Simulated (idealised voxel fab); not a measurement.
The process module that follows is named voxel air gaps.
The width of the displayed cross-section, cut, is 170 nm; its cells are square, with a size of 5 nm.
A cross-section in this document is a grid of square cells, and it is written down as bands, the top band listed before the ones below it; a band is made up of one or more rows of cells. What a band's entry tells you: where the top is and where the bottom is, as heights in nm, and after that what lies inside, material by material from left to right, each with its width in nm. Empty space is written as the word "air", and a single material marked with the word "everywhere" occupies the band from edge to edge. A quick word on heights: they are counted from 0, and under that level the wafer as it came to us is one material throughout. The lowest band is different from the rest in having no bottom; it simply continues downward, written as in "0 -> down". With a width like "30..40", each row of cells in the band differs from the next by the same amount, the top row carrying the first number and the bottom row the second. Basically "nothing different" means that step didn't change any cell in the cross-section. Closed empty spaces (no open way to the top) of 8 cells or more are what "Unvented cavities" lists, each as width x height at distance from the left edge, nm for all three. Anything after a step's settings on that line? It's the simulator's own note about the step. overlay nm: on a step with a mask, how far right of its planned place the mask lay; negative means left.
-- So here's the lineup of process steps we planned
1: RECEIVE [material Si]
2: CONFORMAL_DEP [material SiO2] [thk nm 10]
3: CONFORMAL_DEP [material SiN] [thk nm 5]
4: DIRECTIONAL_DEP [material lowk] [thk nm 40]
5: DIRECTIONAL_DEP [material aC] [thk nm 10]
6: PATTERN [tone open] [mask id LINES] [material resist] [width nm 20] [pitch nm 45] [thk nm 25] [overlay nm 0]
7: DIRECTIONAL_ETCH [etch materials aC] [depth nm 10]
8: STRIP [etch materials resist]
9: DIRECTIONAL_ETCH [etch materials lowk] [depth nm 40]
10: STRIP [etch materials aC]
11: CONFORMAL_DEP [material TiN] [thk nm 5]
12: FILL_DEP [material Ru] [thk nm 10]
13: CMP [height nm 55]
14: EPI [material Ru] [thk nm 10]
15: SELECTIVE_ETCH [etch materials lowk] [depth nm 50]
16: CONFORMAL_DEP [material SiCN] [thk nm 5]
-- Shown in cross-section is the wafer as received, that is, as it stands after step 1
- 0 -> down = Si everywhere
- Unvented cavities: none
-- The following cross-section depicts the wafer upon conclusion of the module. Processing commenced from the starting condition illustrated above and adhered to the plan illustrated above, save for one mistake in execution
- 70 -> 65 = SiCN everywhere
- 65 -> 55 = Ru everywhere
- 55 -> 20 = Ru 25 nm / TiN 5 nm / lowk 20 nm / TiN 5 nm / Ru 15 nm / TiN 5 nm / lowk 20 nm / TiN 5 nm / Ru 15 nm / TiN 5 nm / lowk 20 nm / TiN 5 nm / Ru 25 nm
- 20 -> 15 = TiN 30 nm / lowk 20 nm / TiN 25 nm / lowk 20 nm / TiN 25 nm / lowk 20 nm / TiN 30 nm
- 15 -> 10 = SiN everywhere
- 10 -> 0 = SiO2 everywhere
- 0 -> down = Si everywhere
- Unvented cavities: none
Deviation from plan: step 6 deviated from plan and actually ran as PATTERN [tone cover] [mask id LINES] [material resist] [width nm 20] [pitch nm 45] [thk nm 25] [overlay nm 0]
